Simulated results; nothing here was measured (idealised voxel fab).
The name of this process module is voxel self aligned contacts.
Shown is cross-section cut, with a width of 155 nm and square cells of size 5 nm.
For the purposes of this document, a cross-section shall be understood as a grid of square cells, specified as bands listed in top-to-bottom order, each band consisting of one or more rows of cells.
Per band: top height and bottom height in nm, followed by the left-to-right materials and their widths in nm; "edge to edge" marks a single material spanning edge to edge, "empty" marks empty space.
Below 0: as-received wafer, all one material; heights counted from there. Lowest band: no bottom, goes on down, written "0 and below".
You'd read "30->40" like this: the band's top row of cells is as wide as the first number, its bottom row is as wide as the second, and going down, every row changes width by the same amount as the row before did.
Take "no change" at face value: in the step it is given for, the cross-section changed in none of its cells.
The label "Fully enclosed voids" introduces a list of the empty spaces, 8 cells or larger, that have no open way up to the top; each entry in it reads width x height at distance, where the distance is taken from the left edge and all three are stated in nm.
Text after the settings on a step's line: the simulator's own remark on that step.
"overlay nm", when on a step's line for a step with a mask, measures how far to the right of its planned place the mask lay; a negative measure means to the left.

Planned process steps
1,RECEIVE | material Si
2,OXIDIZE | depth nm 5
3,DIRECTIONAL_DEP | material polySi | thk nm 30
4,DIRECTIONAL_DEP | material SiN | thk nm 25
5,PATTERN | tone cover | mask id GATE | material resist | width nm 25 | pitch nm 65 | thk nm 20 | overlay nm 0
6,DIRECTIONAL_ETCH | etch materials SiN | depth nm 25
7,DIRECTIONAL_ETCH | etch materials polySi | depth nm 30
8,STRIP | etch materials resist
9,CONFORMAL_DEP | material SiN | thk nm 10
10,DIRECTIONAL_ETCH | etch materials SiN | depth nm 10
11,FILL_DEP | material SiO2 | thk nm 20
12,CMP | height nm 55
13,PATTERN | tone open | mask id CONTACT | material resist | width nm 50 | thk nm 20 | overlay nm 0
14,DIRECTIONAL_ETCH | etch materials SiO2 | depth nm 70
15,STRIP | etch materials resist
16,CONFORMAL_DEP | material TiN | thk nm 5
17,FILL_DEP | material W | thk nm 5
18,CMP | height nm 65
19,CONFORMAL_DEP | material SiN | thk nm 5
The plan's step 12 height nm is the first wafer's value; the wafers differ in this setting and start identical.

As-received state after step 1, first of several wafers, cross-section
- 0 and below | Si edge to edge
- Fully enclosed voids: none

End of module, by wafer: material-by-material cell gain (+) or loss (-) since receipt, then closed voids
height nm 55, -31 Si, +169 SiN, +126 SiO2, +55 TiN, +55 W, +60 polySi, Fully enclosed voids: none
height nm 60, -31 Si, +169 SiN, +147 SiO2, +57 TiN, +32 W, +60 polySi, Fully enclosed voids: none
height nm 65, -31 Si, +169 SiN, +168 SiO2, +36 TiN, +32 W, +60 polySi, Fully enclosed voids: none
height nm 70, -31 Si, +169 SiN, +172 SiO2, +34 TiN, +30 W, +60 polySi, Fully enclosed voids: none
height nm 75, -31 Si, +169 SiN, +176 SiO2, +32 TiN, +28 W, +60 polySi, Fully enclosed voids: none
